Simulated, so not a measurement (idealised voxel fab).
The process module presented herein is designated voxel gate over fins.
Shown is cross-section cut, with a width of 240 nm and square cells of size 5 nm.
Cross-section format: a grid of square cells, given as bands from top to bottom; each band is one or more rows of cells.
What a band's entry tells you: where the top is and where the bottom is, as heights in nm, and after that what lies inside, material by material from left to right, each with its width in nm. Empty space is written as the word "air", and a single material marked with the word "throughout" occupies the band from edge to edge.
Heights are expressed relative to 0, this being the level below which the as-received wafer comprises one material exclusively. The lowest band is unbounded in the downward direction and is denoted as in "0 and below".
Quick explanation for "30->40": the width changes in equal steps down the rows of cells, from the first number in the band's top row to the second number in its bottom row.
For the purposes of this document, the phrase "nothing was modified" attached to a step denotes that no cell within the cross-section was modified by that step.
Any empty space of 8 cells or more lacking an open way to the top shows up in "Fully sealed voids" as width x height at distance, distance from the left edge, in nm.
Anything after a step's settings on that line? It's the simulator's own note about the step.
If you see "overlay nm" on a step's line and that step has a mask, it's telling you how far right of where it was planned the mask ended up; a negative number means it went left instead.
How should the pairs below be read? Each gives the cross-section before one process step and the cross-section after it, the latter drawn only to the lowest band that changed; the step that lies between them, with its settings, appears under the pair. Does a pair pick up where the pair above left off? Only where its entry headed "Before processing" says so, since pairs can come from different runs of this module on the same starting wafer.
Before processing
> 5 down to 0 | air 50 nm, then HfO2 25 nm, then air 30 nm, then HfO2 25 nm, then air 30 nm, then HfO2 25 nm, then air 55 nm
> 0 down to -5 | air 50 nm, then HfO2 5 nm, then Si 15 nm, then HfO2 5 nm, then air 30 nm, then HfO2 5 nm, then Si 15 nm, then HfO2 5 nm, then air 30 nm, then HfO2 5 nm, then Si 15 nm, then HfO2 5 nm, then air 55 nm
> -5 down to -10 | HfO2 55 nm, then Si 15 nm, then HfO2 40 nm, then Si 15 nm, then HfO2 40 nm, then Si 15 nm, then HfO2 60 nm
> -10 down to -20 | SiO2 55 nm, then Si 15 nm, then SiO2 40 nm, then Si 15 nm, then SiO2 40 nm, then Si 15 nm, then SiO2 60 nm
> -20 down to -25 | TiN 55 nm, then Si 15 nm, then TiN 10 nm, then SiO2 15 nm, then TiN 15 nm, then Si 15 nm, then TiN 40 nm, then Si 15 nm, then TiN 60 nm
> -25 down to -30 | SiO2 55 nm, then Si 15 nm, then SiO2 40 nm, then Si 15 nm, then SiO2 40 nm, then Si 15 nm, then SiO2 60 nm
> -30 and below | Si throughout
> Fully sealed voids: none
As Processed
> 10 down to 5 | air 45 nm, then TiN 35 nm, then air 20 nm, then TiN 35 nm, then air 20 nm, then TiN 35 nm, then air 50 nm
> 5 down to 0 | air 45 nm, then TiN 5 nm, then HfO2 25 nm, then TiN 5 nm, then air 20 nm, then TiN 5 nm, then HfO2 25 nm, then TiN 5 nm, then air 20 nm, then TiN 5 nm, then HfO2 25 nm, then TiN 5 nm, then air 50 nm
> 0 down to -5 | TiN 50 nm, then HfO2 5 nm, then Si 15 nm, then HfO2 5 nm, then TiN 30 nm, then HfO2 5 nm, then Si 15 nm, then HfO2 5 nm, then TiN 30 nm, then HfO2 5 nm, then Si 15 nm, then HfO2 5 nm, then TiN 55 nm
> Beneath the level -5, the cross-section is identical to its previous state.
> Fully sealed voids: none
Here is the step that sits between the two cross-sections above: CONFORMAL_DEP | material TiN | thk nm 5
Before processing: taken from the pair above, after panel.
As Processed
> 20 down to 10 | W throughout
> 10 down to 5 | W 45 nm, then TiN 35 nm, then W 20 nm, then TiN 35 nm, then W 20 nm, then TiN 35 nm, then W 50 nm
> 5 down to 0 | W 45 nm, then TiN 5 nm, then HfO2 25 nm, then TiN 5 nm, then W 20 nm, then TiN 5 nm, then HfO2 25 nm, then TiN 5 nm, then W 20 nm, then TiN 5 nm, then HfO2 25 nm, then TiN 5 nm, then W 50 nm
> Beneath the level 0, the cross-section is identical to its previous state.
> Fully sealed voids: none
Here is the step that sits between the two cross-sections above: FILL_DEP | material W | thk nm 10
Before processing: taken from the pair above, after panel.
As Processed
> 15 down to 10 | W throughout
> Beneath the level 10, the cross-section is identical to its previous state.
> Fully sealed voids: none
Here is the step that sits between the two cross-sections above: CMP | height nm 15
Before processing: taken from the pair above, after panel.
As Processed
> 25 down to 15 | SiCN throughout
> Beneath the level 15, the cross-section is identical to its previous state.
> Fully sealed voids: none
Here is the step that sits between the two cross-sections above: CONFORMAL_DEP | material SiCN | thk nm 10
